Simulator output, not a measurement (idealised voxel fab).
process module | voxel released beams
cross-section cut | 220 nm wide | cells 5 nm
A cross-section is a grid of square cells, given in bands from the top down. A band is one or more rows of cells.
Each band's line starts with the height of the band's top and of its bottom, in nm. Then come its materials from left to right, each with its width in nm. One material with "throughout" fills the band from edge to edge. "air" is empty space.
Height 0 is the level under which the wafer as received is all one material. The lowest band goes on downwards, as in "0 down".
A width such as "30 to 40" changes by the same amount from each row of cells to the next, from the band's top row to its bottom row.
"no change" after a step means that no cell of the cross-section changed.
closed voids: empty space of 8 cells or more with no open way to the top, each as width x height at its distance from the left edge, in nm
after a step's settings: what the simulator itself notes on the step
overlay nm, on a step with a mask: how far to the right of its planned place the mask lay; to the left if negative
plan
1 op RECEIVE | material Si
2 op CONFORMAL_DEP | material Al2O3 | thk nm 5
3 op DIRECTIONAL_DEP | material SiO2 | thk nm 10
4 op DIRECTIONAL_DEP | material aC | thk nm 15
5 op PATTERN | tone open | mask id ANCHOR | material resist | width nm 35 | thk nm 35 | overlay nm 0
6 op DIRECTIONAL_ETCH | etch materials aC | depth nm 15
7 op STRIP | etch materials resist
8 op DIRECTIONAL_ETCH | etch materials SiO2 | depth nm 10
9 op STRIP | etch materials aC
10 op CONFORMAL_DEP | material polySi | thk nm 10
11 op DIRECTIONAL_DEP | material aC | thk nm 15
12 op PATTERN | tone cover | mask id BEAM | material resist | width nm 85 | thk nm 30 | overlay nm -15
13 op DIRECTIONAL_ETCH | etch materials aC | depth nm 15
14 op STRIP | etch materials resist
15 op DIRECTIONAL_ETCH | etch materials polySi | depth nm 10
16 op STRIP | etch materials aC
17 op STRIP | etch materials SiO2
varied across the wafers: overlay nm of step 12. The plan shows the first wafer's value. All wafers start alike
first wafer as received, after step 1
  0 down: Si throughout
  closed voids: none
each wafer at the end: cells of each material gained (+) or lost (-) since it was received, then its closed voids
overlay nm -15 | +44 Al2O3 | +42 polySi | closed voids: none
overlay nm -10 | +44 Al2O3 | +42 polySi | closed voids: none
overlay nm -5 | +44 Al2O3 | +42 polySi | closed voids: none
overlay nm 0 | +44 Al2O3 | +42 polySi | closed voids: none
overlay nm 5 | +44 Al2O3 | +42 polySi | closed voids: none
overlay nm 10 | +44 Al2O3 | +42 polySi | closed voids: none
overlay nm 15 | +44 Al2O3 | +42 polySi | closed voids: none
